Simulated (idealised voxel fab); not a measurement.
This section sets out a process module, namely voxel transistor to metal.
Section shown: cut. Width: 205 nm. Cell size: 5 nm, square.
Cross-section layout: square cells on a grid; listed as bands, top to bottom; a band spans one or more cell rows. Heights first: top, then bottom, in nm. Then materials, left to right, each with a width in nm. "all across" on a single material: fills the band edge to edge. "empty": empty space. Beneath 0, the wafer as received is one material, and that level is where height counting begins. The lowest band goes on downward without a bottom; it is written like "0 and below". A two-number width, for instance "30->40", indicates that the width is equal to the first number in the top row of the band and to the second number in the bottom row, and that it changes by a constant amount per row of cells. "same as before" (step): cross-section cells unchanged, all of them. Entry "Closed void listing" = empty spaces >= 8 cells with no open way to the top; each as width x height at distance, distance from left edge, all nm. It should be noted that, on the line of a given step, the content following the step's settings is a remark produced by the simulator itself with respect to that step. The "overlay nm" setting may appear on a step's line; for a step that uses a mask, it gives how far to the right of its planned position the mask lay, and a negative value indicates the left.
[The planned process steps are enumerated hereunder]
1,RECEIVE: material Si
2,CONFORMAL_DEP: material SiO2, thk nm 5
3,CONFORMAL_DEP: material SiN, thk nm 15
4,MASKED_ETCH: tone cover, mask id ACTIVE, width nm 90, etch materials SiN, depth nm 15, overlay nm 0
5,MASKED_ETCH: tone cover, mask id ACTIVE, width nm 90, etch materials SiO2, depth nm 5, overlay nm 0
6,MASKED_ETCH: tone cover, mask id ACTIVE, width nm 90, etch materials Si, depth nm 35, overlay nm 0
7,OXIDIZE: depth nm 5
8,FILL_DEP: material SiO2, thk nm 5
9,CMP: height nm 20
10,SELECTIVE_ETCH: etch materials SiO2, depth nm 5
11,STRIP: etch materials SiN
12,SELECTIVE_ETCH: etch materials SiO2, depth nm 5
13,OXIDIZE: depth nm 5
14,DIRECTIONAL_DEP: material polySi, thk nm 20
15,DIRECTIONAL_DEP: material SiCN, thk nm 10
16,DIRECTIONAL_DEP: material aC, thk nm 10
17,PATTERN: tone cover, mask id GATE, material resist, width nm 20, thk nm 30, overlay nm -15
18,DIRECTIONAL_ETCH: etch materials aC, depth nm 10
19,STRIP: etch materials resist
20,DIRECTIONAL_ETCH: etch materials SiCN, depth nm 20
21,DIRECTIONAL_ETCH: etch materials polySi, depth nm 30
22,STRIP: etch materials aC
23,CONFORMAL_DEP: material SiN, thk nm 10
24,DIRECTIONAL_ETCH: etch materials SiN, depth nm 10
25,DIRECTIONAL_ETCH: etch materials SiO2, depth nm 5
26,DIRECTIONAL_ETCH: etch materials Si, depth nm 5
27,EPI: material pSi, thk nm 10
28,FILL_DEP: material SiO2, thk nm 5
29,CMP: height nm 30
30,DIRECTIONAL_DEP: material SiO2, thk nm 15
31,MASKED_ETCH: tone open, mask id CONTACT, width nm 15, pitch nm 65, etch materials SiO2, depth nm 45, overlay nm 0
32,CONFORMAL_DEP: material TiN, thk nm 5
33,FILL_DEP: material W, thk nm 10
34,CMP: height nm 45
35,CONFORMAL_DEP: material SiCN, thk nm 5
36,DIRECTIONAL_DEP: material lowk, thk nm 15
37,MASKED_ETCH: tone open, mask id METAL_1, width nm 15, pitch nm 65, etch materials lowk, depth nm 15, overlay nm 0
38,MASKED_ETCH: tone open, mask id METAL_1, width nm 15, pitch nm 65, etch materials SiCN, depth nm 5, overlay nm 0
39,CONFORMAL_DEP: material TiN, thk nm 5
40,FILL_DEP: material Ru, thk nm 10
41,CMP: height nm 65
42,CONFORMAL_DEP: material SiN, thk nm 5
varied across the wafers: overlay nm of step 17. The plan shows the first wafer's value. All wafers start alike
[Cross-section of the first of several wafers on receipt, reflecting completion of step 1]
  0 and below | Si all across
  Closed void listing: none
[Where each wafer stands at the end of the module, a row apiece: cells of each material gained (+) or lost (-) since it was received, then closed voids]
overlay nm -15; +6 Ru; -224 Si; +43 SiCN; +73 SiN; +477 SiO2; +49 TiN; +10 W; +105 lowk; +19 pSi; +16 polySi; Closed void listing: none
overlay nm -10; +6 Ru; -224 Si; +43 SiCN; +73 SiN; +471 SiO2; +54 TiN; +10 W; +105 lowk; +20 pSi; +16 polySi; Closed void listing: none
overlay nm -5; +6 Ru; -224 Si; +43 SiCN; +73 SiN; +465 SiO2; +55 TiN; +15 W; +105 lowk; +20 pSi; +16 polySi; Closed void listing: none
overlay nm 0; +6 Ru; -224 Si; +43 SiCN; +73 SiN; +465 SiO2; +56 TiN; +14 W; +105 lowk; +20 pSi; +16 polySi; Closed void listing: none
overlay nm 5; +6 Ru; -224 Si; +43 SiCN; +73 SiN; +465 SiO2; +55 TiN; +15 W; +105 lowk; +20 pSi; +16 polySi; Closed void listing: none
overlay nm 10; +6 Ru; -224 Si; +43 SiCN; +73 SiN; +471 SiO2; +54 TiN; +10 W; +105 lowk; +20 pSi; +16 polySi; Closed void listing: none
overlay nm 15; +6 Ru; -224 Si; +43 SiCN; +73 SiN; +477 SiO2; +49 TiN; +10 W; +105 lowk; +19 pSi; +16 polySi; Closed void listing: none
